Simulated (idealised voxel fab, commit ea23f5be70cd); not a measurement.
Documented hereafter: the process module known as voxel wiring stack.
We display cut, a cross-section 275 nm in width whose square cells are each 5 nm.
Cross-sections here: square-cell grids, written as top-down lists of bands, a band being one or more rows of cells.
The entry gives the band's vertical extent as a top height and a bottom height in nm, then its horizontal make-up as materials from left to right, each with a width in nm. "blank" stands for empty space; a single material marked "full width" fills the band edge to edge.
Ref level 0: as-received wafer is one material below here. Bottom band extends down with no lower bound ("0 nm and below").
You'd read "30 to 40" like this: the band's top row of cells is as wide as the first number, its bottom row is as wide as the second, and going down, every row changes width by the same amount as the row before did.
Given "identical to before" for a step, no cell of the cross-section differs between before and after that step.
What "Enclosed internal cavities" gives you is every empty space of 8 cells or more that is cut off from the top. Each appears as width x height at distance, with the distance taken from the left edge and width, height and distance all in nm.
On a step's line, text after the settings is the simulator commenting on that step.
"overlay nm" answers the question of how far to the right of plan the mask lay on a step that has a mask, and when it is negative the answer is to the left.
Pairs follow: section before one process step, section after it down to the lowest changed band, step with settings underneath. Pairs may come from different runs of this module on the same starting wafer; continuity with the pair above only as stated in the "Pre-step view" entry.

## Pre-step view
* 175 nm to 170 nm  Cu full width
* 170 nm to 165 nm  TiN=65, Cu=25, TiN=30, Cu=25, TiN=30, Cu=25, TiN=75
* 165 nm to 155 nm  SiO2=60, TiN=5 to 10, Cu=25 to 20, TiN=5, SiO2=20, TiN=5 to 10, Cu=25 to 20, TiN=5, SiO2=20, TiN=5 to 10, Cu=25 to 20, TiN=5, SiO2=70
* 155 nm to 150 nm  SiO2=65, TiN=5, Cu=20, TiN=5, SiO2=25, TiN=5, Cu=20, TiN=5, SiO2=25, TiN=5, Cu=20, TiN=5, SiO2=70
* 150 nm to 145 nm  SiO2=65, TiN=30, SiO2=25, TiN=30, SiO2=25, TiN=30, SiO2=70
* 145 nm to 135 nm  SiO2=65, TiN=10, SiO2=45, TiN=10, SiO2=45, TiN=10, SiO2=90
* 135 nm to 130 nm  SiCN=65, TiN=10, SiCN=45, TiN=10, SiCN=45, TiN=10, SiCN=90
* 130 nm to 115 nm  lowk=60, SiN=5, Ru=30, SiN=5, lowk=15, SiN=5, Ru=30, SiN=5, lowk=15, SiN=5, Ru=30, SiN=5, lowk=65
* 115 nm to 110 nm  SiN=65, TiN=30, SiN=25, TiN=30, SiN=25, TiN=30, SiN=70
* 110 nm to 90 nm  lowk=65, TiN=5, Ru=5, TiN=5, lowk=95, TiN=5, Ru=5, TiN=5, lowk=85
* 90 nm to 85 nm  SiCN=65, TiN=15, SiCN=95, TiN=15, SiCN=85
* 85 nm to 60 nm  lowk=65, Ru=30, lowk=25, Ru=30, lowk=25, Ru=30, lowk=70
* 60 nm to 55 nm  lowk=65, TiN=30, lowk=25, TiN=30, lowk=25, TiN=30, lowk=70
* 55 nm to 35 nm  SiO2=65, Ru=15, SiO2=40, Ru=15, SiO2=40, Ru=15, SiO2=85
* 35 nm to 30 nm  SiCN=65, Ru=15, SiCN=40, Ru=15, SiCN=40, Ru=15, SiCN=85
* 30 nm to 15 nm  SiO2=60, SiCN=5, W=30, SiCN=5, SiO2=15, SiCN=5, W=30, SiCN=5, SiO2=15, SiCN=5, W=30, SiCN=5, SiO2=65
* 15 nm to 10 nm  SiCN=65, TiN=30, SiCN=25, TiN=30, SiCN=25, TiN=30, SiCN=70
* 10 nm to 0 nm  SiO2 full width
* 0 nm and below  Si full width
* Enclosed internal cavities: none

## Post-Process View
* 165 nm to 155 nm  SiO2=60, TiN=5 to 10, Cu=25 to 20, TiN=5, SiO2=20, TiN=5 to 10, Cu=25 to 20, TiN=5, SiO2=20, TiN=5 to 10, Cu=25 to 20, TiN=5, SiO2=70
* For the remainder of the cross-section, below 155, there is no change.
* Enclosed internal cavities: none
Between before and after, shown above: CMP: height nm 165

Pre-step view: check the pair just above; its after cross-section is our before state.

## Post-Process View
* 170 nm to 165 nm  SiCN full width
* For the remainder of the cross-section, below 165, there is no change.
* Enclosed internal cavities: none
Between before and after, shown above: CONFORMAL_DEP: material SiCN, thk nm 5

## Pre-step view
* 55 nm to 35 nm  SiO2=65, Ru=15, SiO2=40, Ru=15, SiO2=40, Ru=15, SiO2=85
* 35 nm to 30 nm  SiCN=65, Ru=15, SiCN=40, Ru=15, SiCN=40, Ru=15, SiCN=85
* 30 nm to 15 nm  SiO2=60, SiCN=5, W=30, SiCN=5, SiO2=15, SiCN=5, W=30, SiCN=5, SiO2=15, SiCN=5, W=30, SiCN=5, SiO2=65
* 15 nm to 10 nm  SiCN=65, TiN=30, SiCN=25, TiN=30, SiCN=25, TiN=30, SiCN=70
* 10 nm to 0 nm  SiO2 full width
* 0 nm and below  Si full width
* Enclosed internal cavities: none

## Post-Process View
* 60 nm to 55 nm  Cu full width
* For the remainder of the cross-section, below 55, there is no change.
* Enclosed internal cavities: none
Between before and after, shown above: DIRECTIONAL_DEP: material Cu, thk nm 5

Pre-step view: check the pair just above; its after cross-section is our before state.

## Post-Process View
* 85 nm to 60 nm  Ru full width
* For the remainder of the cross-section, below 60, there is no change.
* Enclosed internal cavities: none
Between before and after, shown above: DIRECTIONAL_DEP: material Ru, thk nm 25

Pre-step view: check the pair just above; its after cross-section is our before state.

## Post-Process View
* 100 nm to 85 nm  aC full width
* For the remainder of the cross-section, below 85, there is no change.
* Enclosed internal cavities: none
Between before and after, shown above: DIRECTIONAL_DEP: material aC, thk nm 15

Pre-step view: check the pair just above; its after cross-section is our before state.

## Post-Process View
* 135 nm to 100 nm  blank=65, resist=30, blank=25, resist=30, blank=25, resist=30, blank=70
* For the remainder of the cross-section, below 100, there is no change.
* Enclosed internal cavities: none
Between before and after, shown above: PATTERN: tone cover, mask id METAL_2, material resist, width nm 30, pitch nm 55, thk nm 35, overlay nm 0

Pre-step view: check the pair just above; its after cross-section is our before state.

## Post-Process View
* 120 nm to 100 nm  blank=65, resist=30, blank=25, resist=30, blank=25, resist=30, blank=70
* 100 nm to 85 nm  blank=65, aC=30, blank=25, aC=30, blank=25, aC=30, blank=70
* For the remainder of the cross-section, below 85, there is no change.
* Enclosed internal cavities: none
Between before and after, shown above: DIRECTIONAL_ETCH: etch materials aC, depth nm 15

Pre-step view: check the pair just above; its after cross-section is our before state.

## Post-Process View
* 100 nm to 85 nm  blank=65, aC=30, blank=25, aC=30, blank=25, aC=30, blank=70
* For the remainder of the cross-section, below 85, there is no change.
* Enclosed internal cavities: none
Between before and after, shown above: STRIP: etch materials resist

Pre-step view: check the pair just above; its after cross-section is our before state.

## Post-Process View
* 100 nm to 85 nm  blank=65, aC=30, blank=25, aC=30, blank=25, aC=30, blank=70
* 85 nm to 60 nm  blank=65, Ru=30, blank=25, Ru=30, blank=25, Ru=30, blank=70
* For the remainder of the cross-section, below 60, there is no change.
* Enclosed internal cavities: none
Between before and after, shown above: DIRECTIONAL_ETCH: etch materials Ru, depth nm 25

Pre-step view: check the pair just above; its after cross-section is our before state.

## Post-Process View
* 85 nm to 60 nm  blank=65, Ru=30, blank=25, Ru=30, blank=25, Ru=30, blank=70
* For the remainder of the cross-section, below 60, there is no change.
* Enclosed internal cavities: none
Between before and after, shown above: STRIP: etch materials aC

Pre-step view: check the pair just above; its after cross-section is our before state.

## Post-Process View
* 90 nm to 85 nm  lowk full width
* 85 nm to 60 nm  lowk=65, Ru=30, lowk=25, Ru=30, lowk=25, Ru=30, lowk=70
* For the remainder of the cross-section, below 60, there is no change.
* Enclosed internal cavities: none
Between before and after, shown above: FILL_DEP: material lowk, thk nm 5

Pre-step view: check the pair just above; its after cross-section is our before state.

## Post-Process View
* 85 nm to 60 nm  lowk=65, Ru=30, lowk=25, Ru=30, lowk=25, Ru=30, lowk=70
* For the remainder of the cross-section, below 60, there is no change.
* Enclosed internal cavities: none
Between before and after, shown above: CMP: height nm 85

Pre-step view: check the pair just above; its after cross-section is our before state.

## Post-Process View
* 90 nm to 85 nm  SiCN full width
* For the remainder of the cross-section, below 85, there is no change.
* Enclosed internal cavities: none
Between before and after, shown above: CONFORMAL_DEP: material SiCN, thk nm 5

Pre-step view: check the pair just above; its after cross-section is our before state.

## Post-Process View
* 110 nm to 90 nm  lowk full width
* For the remainder of the cross-section, below 90, there is no change.
* Enclosed internal cavities: none
Between before and after, shown above: DIRECTIONAL_DEP: material lowk, thk nm 20

Pre-step view: check the pair just above; its after cross-section is our before state.

## Post-Process View
* 130 nm to 110 nm  resist=65, blank=15, resist=95, blank=15, resist=85
* For the remainder of the cross-section, below 110, there is no change.
* Enclosed internal cavities: none
Between before and after, shown above: PATTERN: tone open, mask id PLUG_2, material resist, width nm 15, pitch nm 110, thk nm 20, overlay nm 0

Pre-step view: check the pair just above; its after cross-section is our before state.

## Post-Process View
* 130 nm to 110 nm  resist=65, blank=15, resist=95, blank=15, resist=85
* 110 nm to 90 nm  lowk=65, blank=15, lowk=95, blank=15, lowk=85
* For the remainder of the cross-section, below 90, there is no change.
* Enclosed internal cavities: none
Between before and after, shown above: DIRECTIONAL_ETCH: etch materials lowk, depth nm 20

Pre-step view: check the pair just above; its after cross-section is our before state.

## Post-Process View
* 130 nm to 110 nm  resist=65, blank=15, resist=95, blank=15, resist=85
* 110 nm to 90 nm  lowk=65, blank=15, lowk=95, blank=15, lowk=85
* 90 nm to 85 nm  SiCN=65, blank=15, SiCN=95, blank=15, SiCN=85
* For the remainder of the cross-section, below 85, there is no change.
* Enclosed internal cavities: none
Between before and after, shown above: DIRECTIONAL_ETCH: etch materials SiCN, depth nm 5

Pre-step view: check the pair just above; its after cross-section is our before state.

## Post-Process View
* 110 nm to 90 nm  lowk=65, blank=15, lowk=95, blank=15, lowk=85
* For the remainder of the cross-section, below 90, there is no change.
* Enclosed internal cavities: none
Between before and after, shown above: STRIP: etch materials resist

Pre-step view: check the pair just above; its after cross-section is our before state.

## Post-Process View
* 115 nm to 110 nm  TiN=70, blank=5, TiN=105, blank=5, TiN=90
* 110 nm to 90 nm  lowk=65, TiN=5, blank=5, TiN=5, lowk=95, TiN=5, blank=5, TiN=5, lowk=85
* 90 nm to 85 nm  SiCN=65, TiN=15, SiCN=95, TiN=15, SiCN=85
* For the remainder of the cross-section, below 85, there is no change.
* Enclosed internal cavities: none
Between before and after, shown above: CONFORMAL_DEP: material TiN, thk nm 5

Pre-step view: check the pair just above; its after cross-section is our before state.

## Post-Process View
* 125 nm to 115 nm  Ru full width
* 115 nm to 110 nm  TiN=70, Ru=5, TiN=105, Ru=5, TiN=90
* 110 nm to 90 nm  lowk=65, TiN=5, Ru=5, TiN=5, lowk=95, TiN=5, Ru=5, TiN=5, lowk=85
* For the remainder of the cross-section, below 90, there is no change.
* Enclosed internal cavities: none
Between before and after, shown above: FILL_DEP: material Ru, thk nm 10

Pre-step view: check the pair just above; its after cross-section is our before state.

## Post-Process View
* 110 nm to 90 nm  lowk=65, TiN=5, Ru=5, TiN=5, lowk=95, TiN=5, Ru=5, TiN=5, lowk=85
* For the remainder of the cross-section, below 90, there is no change.
* Enclosed internal cavities: none
Between before and after, shown above: CMP: height nm 110

Pre-step view: check the pair just above; its after cross-section is our before state.

## Post-Process View
* 115 nm to 110 nm  TiN full width
* For the remainder of the cross-section, below 110, there is no change.
* Enclosed internal cavities: none
Between before and after, shown above: DIRECTIONAL_DEP: material TiN, thk nm 5

Pre-step view: check the pair just above; its after cross-section is our before state.

## Post-Process View
* 130 nm to 115 nm  Ru full width
* For the remainder of the cross-section, below 115, there is no change.
* Enclosed internal cavities: none
Between before and after, shown above: DIRECTIONAL_DEP: material Ru, thk nm 15

Pre-step view: check the pair just above; its after cross-section is our before state.

## Post-Process View
* 150 nm to 130 nm  blank=65, resist=30, blank=25, resist=30, blank=25, resist=30, blank=70
* For the remainder of the cross-section, below 130, there is no change.
* Enclosed internal cavities: none
Between before and after, shown above: PATTERN: tone cover, mask id METAL_3, material resist, width nm 30, pitch nm 55, thk nm 20, overlay nm 0

Pre-step view: check the pair just above; its after cross-section is our before state.

## Post-Process View
* 150 nm to 130 nm  blank=65, resist=30, blank=25, resist=30, blank=25, resist=30, blank=70
* 130 nm to 115 nm  blank=65, Ru=30, blank=25, Ru=30, blank=25, Ru=30, blank=70
* For the remainder of the cross-section, below 115, there is no change.
* Enclosed internal cavities: none
Between before and after, shown above: DIRECTIONAL_ETCH: etch materials Ru, depth nm 15

Pre-step view: check the pair just above; its after cross-section is our before state.

## Post-Process View
* 150 nm to 130 nm  blank=65, resist=30, blank=25, resist=30, blank=25, resist=30, blank=70
* 130 nm to 115 nm  blank=65, Ru=30, blank=25, Ru=30, blank=25, Ru=30, blank=70
* 115 nm to 110 nm  blank=65, TiN=30, blank=25, TiN=30, blank=25, TiN=30, blank=70
* For the remainder of the cross-section, below 110, there is no change.
* Enclosed internal cavities: none
Between before and after, shown above: DIRECTIONAL_ETCH: etch materials TiN, depth nm 5

Pre-step view: check the pair just above; its after cross-section is our before state.

## Post-Process View
* 130 nm to 115 nm  blank=65, Ru=30, blank=25, Ru=30, blank=25, Ru=30, blank=70
* For the remainder of the cross-section, below 115, there is no change.
* Enclosed internal cavities: none
Between before and after, shown above: STRIP: etch materials resist

Pre-step view: check the pair just above; its after cross-section is our before state.

## Post-Process View
* 135 nm to 130 nm  blank=60, SiN=40, blank=15, SiN=40, blank=15, SiN=40, blank=65
* 130 nm to 115 nm  blank=60, SiN=5, Ru=30, SiN=5, blank=15, SiN=5, Ru=30, SiN=5, blank=15, SiN=5, Ru=30, SiN=5, blank=65
* 115 nm to 110 nm  SiN=65, TiN=30, SiN=25, TiN=30, SiN=25, TiN=30, SiN=70
* For the remainder of the cross-section, below 110, there is no change.
* Enclosed internal cavities: none
Between before and after, shown above: CONFORMAL_DEP: material SiN, thk nm 5

Pre-step view: check the pair just above; its after cross-section is our before state.

## Post-Process View
* 145 nm to 135 nm  lowk full width
* 135 nm to 130 nm  lowk=60, SiN=40, lowk=15, SiN=40, lowk=15, SiN=40, lowk=65
* 130 nm to 115 nm  lowk=60, SiN=5, Ru=30, SiN=5, lowk=15, SiN=5, Ru=30, SiN=5, lowk=15, SiN=5, Ru=30, SiN=5, lowk=65
* For the remainder of the cross-section, below 115, there is no change.
* Enclosed internal cavities: none
Between before and after, shown above: FILL_DEP: material lowk, thk nm 10

Pre-step view: check the pair just above; its after cross-section is our before state.

## Post-Process View
* 130 nm to 115 nm  lowk=60, SiN=5, Ru=30, SiN=5, lowk=15, SiN=5, Ru=30, SiN=5, lowk=15, SiN=5, Ru=30, SiN=5, lowk=65
* For the remainder of the cross-section, below 115, there is no change.
* Enclosed internal cavities: none
Between before and after, shown above: CMP: height nm 130

Pre-step view: check the pair just above; its after cross-section is our before state.

## Post-Process View
* 135 nm to 130 nm  SiCN full width
* For the remainder of the cross-section, below 130, there is no change.
* Enclosed internal cavities: none
Between before and after, shown above: CONFORMAL_DEP: material SiCN, thk nm 5

Pre-step view: check the pair just above; its after cross-section is our before state.

## Post-Process View
* 165 nm to 135 nm  SiO2 full width
* For the remainder of the cross-section, below 135, there is no change.
* Enclosed internal cavities: none
Between before and after, shown above: DIRECTIONAL_DEP: material SiO2, thk nm 30

Pre-step view: check the pair just above; its after cross-section is our before state.

## Post-Process View
* 165 nm to 145 nm  SiO2=65, blank=30, SiO2=25, blank=30, SiO2=25, blank=30, SiO2=70
* For the remainder of the cross-section, below 145, there is no change.
* Enclosed internal cavities: none
Between before and after, shown above: MASKED_ETCH: tone open, mask id METAL_4, width nm 30, pitch nm 55, etch materials SiO2, depth nm 20, overlay nm 0

Pre-step view: check the pair just above; its after cross-section is our before state.

## Post-Process View
* 165 nm to 145 nm  SiO2=65, blank=30, SiO2=25, blank=30, SiO2=25, blank=30, SiO2=70
* 145 nm to 135 nm  SiO2=65, blank=15, SiO2=40, blank=15, SiO2=40, blank=15, SiO2=85
* For the remainder of the cross-section, below 135, there is no change.
* Enclosed internal cavities: none
Between before and after, shown above: MASKED_ETCH: tone open, mask id METAL_4_HOLES, width nm 15, pitch nm 55, etch materials SiO2, depth nm 10, overlay nm 0

Pre-step view: check the pair just above; its after cross-section is our before state.

## Post-Process View
* 165 nm to 145 nm  SiO2=65, blank=30, SiO2=25, blank=30, SiO2=25, blank=30, SiO2=70
* 145 nm to 135 nm  SiO2=65, blank=15, SiO2=40, blank=15, SiO2=40, blank=15, SiO2=85
* 135 nm to 130 nm  SiCN=65, blank=15, SiCN=40, blank=15, SiCN=40, blank=15, SiCN=85
* For the remainder of the cross-section, below 130, there is no change.
* Enclosed internal cavities: none
Between before and after, shown above: MASKED_ETCH: tone open, mask id METAL_4_HOLES, width nm 15, pitch nm 55, etch materials SiCN, depth nm 5, overlay nm 0

Pre-step view: check the pair just above; its after cross-section is our before state.

## Post-Process View
* 170 nm to 165 nm  TiN=70, blank=20, TiN=35, blank=20, TiN=35, blank=20, TiN=75
* 165 nm to 150 nm  SiO2=65, TiN=5, blank=20, TiN=5, SiO2=25, TiN=5, blank=20, TiN=5, SiO2=25, TiN=5, blank=20, TiN=5, SiO2=70
* 150 nm to 145 nm  SiO2=65, TiN=5, blank=5, TiN=20, SiO2=25, TiN=5, blank=5, TiN=20, SiO2=25, TiN=5, blank=5, TiN=20, SiO2=70
* 145 nm to 135 nm  SiO2=65, TiN=5, blank=5, TiN=5, SiO2=40, TiN=5, blank=5, TiN=5, SiO2=40, TiN=5, blank=5, TiN=5, SiO2=85
* 135 nm to 130 nm  SiCN=65, TiN=15, SiCN=40, TiN=15, SiCN=40, TiN=15, SiCN=85
* For the remainder of the cross-section, below 130, there is no change.
* Enclosed internal cavities: none
Between before and after, shown above: CONFORMAL_DEP: material TiN, thk nm 5

Pre-step view: check the pair just above; its after cross-section is our before state.

## Post-Process View
* 175 nm to 170 nm  Cu full width
* 170 nm to 165 nm  TiN=70, Cu=20, TiN=35, Cu=20, TiN=35, Cu=20, TiN=75
* 165 nm to 150 nm  SiO2=65, TiN=5, Cu=20, TiN=5, SiO2=25, TiN=5, Cu=20, TiN=5, SiO2=25, TiN=5, Cu=20, TiN=5, SiO2=70
* 150 nm to 145 nm  SiO2=65, TiN=5, Cu=5, TiN=20, SiO2=25, TiN=5, Cu=5, TiN=20, SiO2=25, TiN=5, Cu=5, TiN=20, SiO2=70
* 145 nm to 135 nm  SiO2=65, TiN=5, Cu=5, TiN=5, SiO2=40, TiN=5, Cu=5, TiN=5, SiO2=40, TiN=5, Cu=5, TiN=5, SiO2=85
* For the remainder of the cross-section, below 135, there is no change.
* Enclosed internal cavities: none
Between before and after, shown above: FILL_DEP: material Cu, thk nm 5

Pre-step view: check the pair just above; its after cross-section is our before state.

## Post-Process View
* 165 nm to 150 nm  SiO2=65, TiN=5, Cu=20, TiN=5, SiO2=25, TiN=5, Cu=20, TiN=5, SiO2=25, TiN=5, Cu=20, TiN=5, SiO2=70
* For the remainder of the cross-section, below 150, there is no change.
* Enclosed internal cavities: none
Between before and after, shown above: CMP: height nm 165

Pre-step view: check the pair just above; its after cross-section is our before state.

## Post-Process View
* 170 nm to 165 nm  SiCN full width
* For the remainder of the cross-section, below 165, there is no change.
* Enclosed internal cavities: none
Between before and after, shown above: CONFORMAL_DEP: material SiCN, thk nm 5

## Pre-step view
* 110 nm to 90 nm  lowk full width
* 90 nm to 85 nm  SiCN full width
* 85 nm to 60 nm  lowk=65, Ru=30, lowk=25, Ru=30, lowk=25, Ru=30, lowk=70
* 60 nm to 55 nm  lowk=65, TiN=30, lowk=25, TiN=30, lowk=25, TiN=30, lowk=70
* 55 nm to 35 nm  SiO2=65, Ru=15, SiO2=40, Ru=15, SiO2=40, Ru=15, SiO2=85
* 35 nm to 30 nm  SiCN=65, Ru=15, SiCN=40, Ru=15, SiCN=40, Ru=15, SiCN=85
* 30 nm to 15 nm  SiO2=60, SiCN=5, W=30, SiCN=5, SiO2=15, SiCN=5, W=30, SiCN=5, SiO2=15, SiCN=5, W=30, SiCN=5, SiO2=65
* 15 nm to 10 nm  SiCN=65, TiN=30, SiCN=25, TiN=30, SiCN=25, TiN=30, SiCN=70
* 10 nm to 0 nm  SiO2 full width
* 0 nm and below  Si full width
* Enclosed internal cavities: none

## Post-Process View
* 130 nm to 110 nm  blank=65, resist=15, blank=95, resist=15, blank=85
* For the remainder of the cross-section, below 110, there is no change.
* Enclosed internal cavities: none
Between before and after, shown above: PATTERN: tone cover, mask id PLUG_2, material resist, width nm 15, pitch nm 110, thk nm 20, overlay nm 0

Pre-step view: check the pair just above; its after cross-section is our before state.

## Post-Process View
* 130 nm to 110 nm  blank=65, resist=15, blank=95, resist=15, blank=85
* 110 nm to 90 nm  blank=65, lowk=15, blank=95, lowk=15, blank=85
* For the remainder of the cross-section, below 90, there is no change.
* Enclosed internal cavities: none
Between before and after, shown above: DIRECTIONAL_ETCH: etch materials lowk, depth nm 20

Pre-step view: check the pair just above; its after cross-section is our before state.

## Post-Process View
* 130 nm to 110 nm  blank=65, resist=15, blank=95, resist=15, blank=85
* 110 nm to 90 nm  blank=65, lowk=15, blank=95, lowk=15, blank=85
* 90 nm to 85 nm  blank=65, SiCN=15, blank=95, SiCN=15, blank=85
* For the remainder of the cross-section, below 85, there is no change.
* Enclosed internal cavities: none
Between before and after, shown above: DIRECTIONAL_ETCH: etch materials SiCN, depth nm 5

Pre-step view: check the pair just above; its after cross-section is our before state.

## Post-Process View
* 110 nm to 90 nm  blank=65, lowk=15, blank=95, lowk=15, blank=85
* For the remainder of the cross-section, below 90, there is no change.
* Enclosed internal cavities: none
Between before and after, shown above: STRIP: etch materials resist

Pre-step view: check the pair just above; its after cross-section is our before state.

## Post-Process View
* 115 nm to 110 nm  blank=60, TiN=25, blank=85, TiN=25, blank=80
* 110 nm to 90 nm  blank=60, TiN=5, lowk=15, TiN=5, blank=85, TiN=5, lowk=15, TiN=5, blank=80
* 90 nm to 85 nm  TiN=65, SiCN=15, TiN=95, SiCN=15, TiN=85
* For the remainder of the cross-section, below 85, there is no change.
* Enclosed internal cavities: none
Between before and after, shown above: CONFORMAL_DEP: material TiN, thk nm 5

Pre-step view: check the pair just above; its after cross-section is our before state.

## Post-Process View
* 125 nm to 115 nm  Ru full width
* 115 nm to 110 nm  Ru=60, TiN=25, Ru=85, TiN=25, Ru=80
* 110 nm to 90 nm  Ru=60, TiN=5, lowk=15, TiN=5, Ru=85, TiN=5, lowk=15, TiN=5, Ru=80
* For the remainder of the cross-section, below 90, there is no change.
* Enclosed internal cavities: none
Between before and after, shown above: FILL_DEP: material Ru, thk nm 10

Pre-step view: check the pair just above; its after cross-section is our before state.

## Post-Process View
* 110 nm to 90 nm  Ru=60, TiN=5, lowk=15, TiN=5, Ru=85, TiN=5, lowk=15, TiN=5, Ru=80
* For the remainder of the cross-section, below 90, there is no change.
* Enclosed internal cavities: none
Between before and after, shown above: CMP: height nm 110

Pre-step view: check the pair just above; its after cross-section is our before state.

## Post-Process View
* 115 nm to 110 nm  TiN full width
* For the remainder of the cross-section, below 110, there is no change.
* Enclosed internal cavities: none
Between before and after, shown above: DIRECTIONAL_DEP: material TiN, thk nm 5

Pre-step view: check the pair just above; its after cross-section is our before state.

## Post-Process View
* 130 nm to 115 nm  Ru full width
* For the remainder of the cross-section, below 115, there is no change.
* Enclosed internal cavities: none
Between before and after, shown above: DIRECTIONAL_DEP: material Ru, thk nm 15

Pre-step view: check the pair just above; its after cross-section is our before state.

## Post-Process View
* 150 nm to 130 nm  blank=65, resist=30, blank=25, resist=30, blank=25, resist=30, blank=70
* For the remainder of the cross-section, below 130, there is no change.
* Enclosed internal cavities: none
Between before and after, shown above: PATTERN: tone cover, mask id METAL_3, material resist, width nm 30, pitch nm 55, thk nm 20, overlay nm 0

Pre-step view: check the pair just above; its after cross-section is our before state.

## Post-Process View
* 150 nm to 130 nm  blank=65, resist=30, blank=25, resist=30, blank=25, resist=30, blank=70
* 130 nm to 115 nm  blank=65, Ru=30, blank=25, Ru=30, blank=25, Ru=30, blank=70
* For the remainder of the cross-section, below 115, there is no change.
* Enclosed internal cavities: none
Between before and after, shown above: DIRECTIONAL_ETCH: etch materials Ru, depth nm 15

Pre-step view: check the pair just above; its after cross-section is our before state.

## Post-Process View
* 150 nm to 130 nm  blank=65, resist=30, blank=25, resist=30, blank=25, resist=30, blank=70
* 130 nm to 115 nm  blank=65, Ru=30, blank=25, Ru=30, blank=25, Ru=30, blank=70
* 115 nm to 110 nm  blank=65, TiN=30, blank=25, TiN=30, blank=25, TiN=30, blank=70
* For the remainder of the cross-section, below 110, there is no change.
* Enclosed internal cavities: none
Between before and after, shown above: DIRECTIONAL_ETCH: etch materials TiN, depth nm 5

Pre-step view: check the pair just above; its after cross-section is our before state.

## Post-Process View
* 130 nm to 115 nm  blank=65, Ru=30, blank=25, Ru=30, blank=25, Ru=30, blank=70
* For the remainder of the cross-section, below 115, there is no change.
* Enclosed internal cavities: none
Between before and after, shown above: STRIP: etch materials resist

Pre-step view: check the pair just above; its after cross-section is our before state.

## Post-Process View
* 135 nm to 130 nm  blank=60, SiN=40, blank=15, SiN=40, blank=15, SiN=40, blank=65
* 130 nm to 115 nm  blank=60, SiN=5, Ru=30, SiN=5, blank=15, SiN=5, Ru=30, SiN=5, blank=15, SiN=5, Ru=30, SiN=5, blank=65
* 115 nm to 110 nm  SiN=65, TiN=30, SiN=25, TiN=30, SiN=25, TiN=30, SiN=70
* For the remainder of the cross-section, below 110, there is no change.
* Enclosed internal cavities: none
Between before and after, shown above: CONFORMAL_DEP: material SiN, thk nm 5

Pre-step view: check the pair just above; its after cross-section is our before state.

## Post-Process View
* 145 nm to 135 nm  lowk full width
* 135 nm to 130 nm  lowk=60, SiN=40, lowk=15, SiN=40, lowk=15, SiN=40, lowk=65
* 130 nm to 115 nm  lowk=60, SiN=5, Ru=30, SiN=5, lowk=15, SiN=5, Ru=30, SiN=5, lowk=15, SiN=5, Ru=30, SiN=5, lowk=65
* For the remainder of the cross-section, below 115, there is no change.
* Enclosed internal cavities: none
Between before and after, shown above: FILL_DEP: material lowk, thk nm 10

Pre-step view: check the pair just above; its after cross-section is our before state.

## Post-Process View
* 130 nm to 115 nm  lowk=60, SiN=5, Ru=30, SiN=5, lowk=15, SiN=5, Ru=30, SiN=5, lowk=15, SiN=5, Ru=30, SiN=5, lowk=65
* For the remainder of the cross-section, below 115, there is no change.
* Enclosed internal cavities: none
Between before and after, shown above: CMP: height nm 130

Pre-step view: check the pair just above; its after cross-section is our before state.

## Post-Process View
* 135 nm to 130 nm  SiCN full width
* For the remainder of the cross-section, below 130, there is no change.
* Enclosed internal cavities: none
Between before and after, shown above: CONFORMAL_DEP: material SiCN, thk nm 5

Pre-step view: check the pair just above; its after cross-section is our before state.

## Post-Process View
* 165 nm to 135 nm  SiO2 full width
* For the remainder of the cross-section, below 135, there is no change.
* Enclosed internal cavities: none
Between before and after, shown above: DIRECTIONAL_DEP: material SiO2, thk nm 30

Pre-step view: check the pair just above; its after cross-section is our before state.

## Post-Process View
* 165 nm to 145 nm  SiO2=65, blank=30, SiO2=25, blank=30, SiO2=25, blank=30, SiO2=70
* For the remainder of the cross-section, below 145, there is no change.
* Enclosed internal cavities: none
Between before and after, shown above: MASKED_ETCH: tone open, mask id METAL_4, width nm 30, pitch nm 55, etch materials SiO2, depth nm 20, overlay nm 0

Pre-step view: check the pair just above; its after cross-section is our before state.

## Post-Process View
* 165 nm to 145 nm  SiO2=65, blank=30, SiO2=25, blank=30, SiO2=25, blank=30, SiO2=70
* 145 nm to 135 nm  SiO2=65, blank=15, SiO2=40, blank=15, SiO2=40, blank=15, SiO2=85
* For the remainder of the cross-section, below 135, there is no change.
* Enclosed internal cavities: none
Between before and after, shown above: MASKED_ETCH: tone open, mask id METAL_4_HOLES, width nm 15, pitch nm 55, etch materials SiO2, depth nm 10, overlay nm 0

Pre-step view: check the pair just above; its after cross-section is our before state.

## Post-Process View
* 165 nm to 145 nm  SiO2=65, blank=30, SiO2=25, blank=30, SiO2=25, blank=30, SiO2=70
* 145 nm to 135 nm  SiO2=65, blank=15, SiO2=40, blank=15, SiO2=40, blank=15, SiO2=85
* 135 nm to 130 nm  SiCN=65, blank=15, SiCN=40, blank=15, SiCN=40, blank=15, SiCN=85
* For the remainder of the cross-section, below 130, there is no change.
* Enclosed internal cavities: none
Between before and after, shown above: MASKED_ETCH: tone open, mask id METAL_4_HOLES, width nm 15, pitch nm 55, etch materials SiCN, depth nm 5, overlay nm 0

Pre-step view: check the pair just above; its after cross-section is our before state.

## Post-Process View
* 170 nm to 165 nm  TiN=70, blank=20, TiN=35, blank=20, TiN=35, blank=20, TiN=75
* 165 nm to 150 nm  SiO2=65, TiN=5, blank=20, TiN=5, SiO2=25, TiN=5, blank=20, TiN=5, SiO2=25, TiN=5, blank=20, TiN=5, SiO2=70
* 150 nm to 145 nm  SiO2=65, TiN=5, blank=5, TiN=20, SiO2=25, TiN=5, blank=5, TiN=20, SiO2=25, TiN=5, blank=5, TiN=20, SiO2=70
* 145 nm to 135 nm  SiO2=65, TiN=5, blank=5, TiN=5, SiO2=40, TiN=5, blank=5, TiN=5, SiO2=40, TiN=5, blank=5, TiN=5, SiO2=85
* 135 nm to 130 nm  SiCN=65, TiN=15, SiCN=40, TiN=15, SiCN=40, TiN=15, SiCN=85
* For the remainder of the cross-section, below 130, there is no change.
* Enclosed internal cavities: none
Between before and after, shown above: CONFORMAL_DEP: material TiN, thk nm 5

Pre-step view: check the pair just above; its after cross-section is our before state.

## Post-Process View
* 175 nm to 170 nm  Cu full width
* 170 nm to 165 nm  TiN=70, Cu=20, TiN=35, Cu=20, TiN=35, Cu=20, TiN=75
* 165 nm to 150 nm  SiO2=65, TiN=5, Cu=20, TiN=5, SiO2=25, TiN=5, Cu=20, TiN=5, SiO2=25, TiN=5, Cu=20, TiN=5, SiO2=70
* 150 nm to 145 nm  SiO2=65, TiN=5, Cu=5, TiN=20, SiO2=25, TiN=5, Cu=5, TiN=20, SiO2=25, TiN=5, Cu=5, TiN=20, SiO2=70
* 145 nm to 135 nm  SiO2=65, TiN=5, Cu=5, TiN=5, SiO2=40, TiN=5, Cu=5, TiN=5, SiO2=40, TiN=5, Cu=5, TiN=5, SiO2=85
* For the remainder of the cross-section, below 135, there is no change.
* Enclosed internal cavities: none
Between before and after, shown above: FILL_DEP: material Cu, thk nm 5
